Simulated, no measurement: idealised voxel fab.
process module | voxel ribs on slabs
cross-section cut | 255 nm wide | cells 5 nm
A cross-section is a grid of square cells, given in bands from the top down. A band is one or more rows of cells.
Each band's line starts with the height of the band's top and of its bottom, in nm. Then come its materials from left to right, each with its width in nm. One material with "throughout" fills the band from edge to edge. "air" is empty space.
Height 0 is the level under which the wafer as received is all one material. The lowest band goes on downwards, as in "0 down".
A width such as "30 to 40" changes by the same amount from each row of cells to the next, from the band's top row to its bottom row.
"no change" after a step means that no cell of the cross-section changed.
closed voids: empty space of 8 cells or more with no open way to the top, each as width x height at its distance from the left edge, in nm
after a step's settings: what the simulator itself notes on the step
overlay nm, on a step with a mask: how far to the right of its planned place the mask lay; to the left if negative
plan
1 op RECEIVE | material Si
2 op DIRECTIONAL_DEP | material SiO2 | thk nm 25
3 op DIRECTIONAL_DEP | material polySi | thk nm 25
4 op MASKED_ETCH | tone cover | mask id RIB | width nm 20 | etch materials polySi | depth nm 5 | overlay nm 0
5 op DIRECTIONAL_DEP | material aC | thk nm 15
6 op PATTERN | tone cover | mask id SLAB | material resist | width nm 70 | thk nm 30 | overlay nm 0
7 op DIRECTIONAL_ETCH | etch materials aC | depth nm 15
8 op STRIP | etch materials resist
9 op DIRECTIONAL_ETCH | etch materials polySi | depth nm 20
10 op STRIP | etch materials aC
11 op FILL_DEP | material SiO2 | thk nm 15
12 op CMP | height nm 60
13 op DIRECTIONAL_DEP | material TiN | thk nm 5
14 op MASKED_ETCH | tone cover | mask id HEATER | width nm 30 | etch materials TiN | depth nm 5 | overlay nm 0
15 op CONFORMAL_DEP | material SiO2 | thk nm 10
first wafer, as planned
as received, after step 1
  0 down: Si throughout
  closed voids: none
after step 2
  25 to 0: SiO2 throughout
  below 0: unchanged
after step 3
  50 to 25: polySi throughout
  below 25: unchanged
after step 4
  50 to 45: air 115 | polySi 20 | air 120
  below 45: unchanged
after step 5
  65 to 60: air 115 | aC 20 | air 120
  60 to 50: aC throughout
  50 to 45: aC 115 | polySi 20 | aC 120
  below 45: unchanged
after step 6
  95 to 65: air 90 | resist 70 | air 95
  65 to 60: air 90 | resist 25 | aC 20 | resist 25 | air 95
  below 60: unchanged
after step 7
  80 to 65: air 90 | resist 70 | air 95
  65 to 60: air 90 | resist 25 | aC 20 | resist 25 | air 95
  60 to 50: air 90 | aC 70 | air 95
  50 to 45: air 90 | aC 25 | polySi 20 | aC 25 | air 95
  below 45: unchanged
after step 8
  65 to 60: air 115 | aC 20 | air 120
  below 60: unchanged
after step 9
  65 to 60: air 115 | aC 20 | air 120
  60 to 50: air 90 | aC 70 | air 95
  50 to 45: air 90 | aC 25 | polySi 20 | aC 25 | air 95
  45 to 25: air 90 | polySi 70 | air 95
  below 25: unchanged
after step 10
  50 to 45: air 115 | polySi 20 | air 120
  below 45: unchanged
after step 11
  65 to 50: SiO2 throughout
  50 to 45: SiO2 115 | polySi 20 | SiO2 120
  45 to 25: SiO2 90 | polySi 70 | SiO2 95
  below 25: unchanged
after step 12
  60 to 50: SiO2 throughout
  below 50: unchanged
after step 13
  65 to 60: TiN throughout
  below 60: unchanged
after step 14
  65 to 60: air 110 | TiN 30 | air 115
  below 60: unchanged
after step 15
  75 to 70: air 100 | SiO2 50 | air 105
  70 to 65: SiO2 throughout
  65 to 60: SiO2 110 | TiN 30 | SiO2 115
  below 60: unchanged
second wafer: like start, like plan, one mistake. Through step 3 it matches the first wafer
when step 4 should have ended
  50 to 45: polySi 115 | air 20 | polySi 120
  below 45: unchanged
when step 5 should have ended
  65 to 60: aC 115 | air 20 | aC 120
  60 to 50: aC throughout
  50 to 45: polySi 115 | aC 20 | polySi 120
  below 45: unchanged
when step 6 should have ended
  95 to 65: air 90 | resist 70 | air 95
  65 to 60: aC 115 | resist 20 | aC 120
  below 60: unchanged
when step 7 should have ended
  80 to 65: air 90 | resist 70 | air 95
  65 to 60: air 90 | aC 25 | resist 20 | aC 25 | air 95
  60 to 50: air 90 | aC 70 | air 95
  below 50: unchanged
when step 8 should have ended
  65 to 60: air 90 | aC 25 | air 20 | aC 25 | air 95
  below 60: unchanged
when step 9 should have ended
  65 to 60: air 90 | aC 25 | air 20 | aC 25 | air 95
  60 to 50: air 90 | aC 70 | air 95
  50 to 45: air 90 | polySi 25 | aC 20 | polySi 25 | air 95
  45 to 30: air 90 | polySi 70 | air 95
  below 30: unchanged
when step 10 should have ended
  50 to 45: air 90 | polySi 25 | air 20 | polySi 25 | air 95
  below 45: unchanged
when step 11 should have ended
  65 to 50: SiO2 throughout
  50 to 45: SiO2 90 | polySi 25 | SiO2 20 | polySi 25 | SiO2 95
  45 to 30: SiO2 90 | polySi 70 | SiO2 95
  below 30: unchanged
when step 12 should have ended
  60 to 50: SiO2 throughout
  below 50: unchanged
when step 13 should have ended
  65 to 60: TiN throughout
  below 60: unchanged
when step 14 should have ended
  65 to 60: air 110 | TiN 30 | air 115
  below 60: unchanged
when step 15 should have ended
  75 to 70: air 100 | SiO2 50 | air 105
  70 to 65: SiO2 throughout
  65 to 60: SiO2 110 | TiN 30 | SiO2 115
  below 60: unchanged
what went wrong: step 4 ran as: op MASKED_ETCH | tone open | mask id RIB | width nm 20 | etch materials polySi | depth nm 5 | overlay nm 0
at the end the second wafer has, in cells: 43 fewer of SiO2 | 43 more of polySi
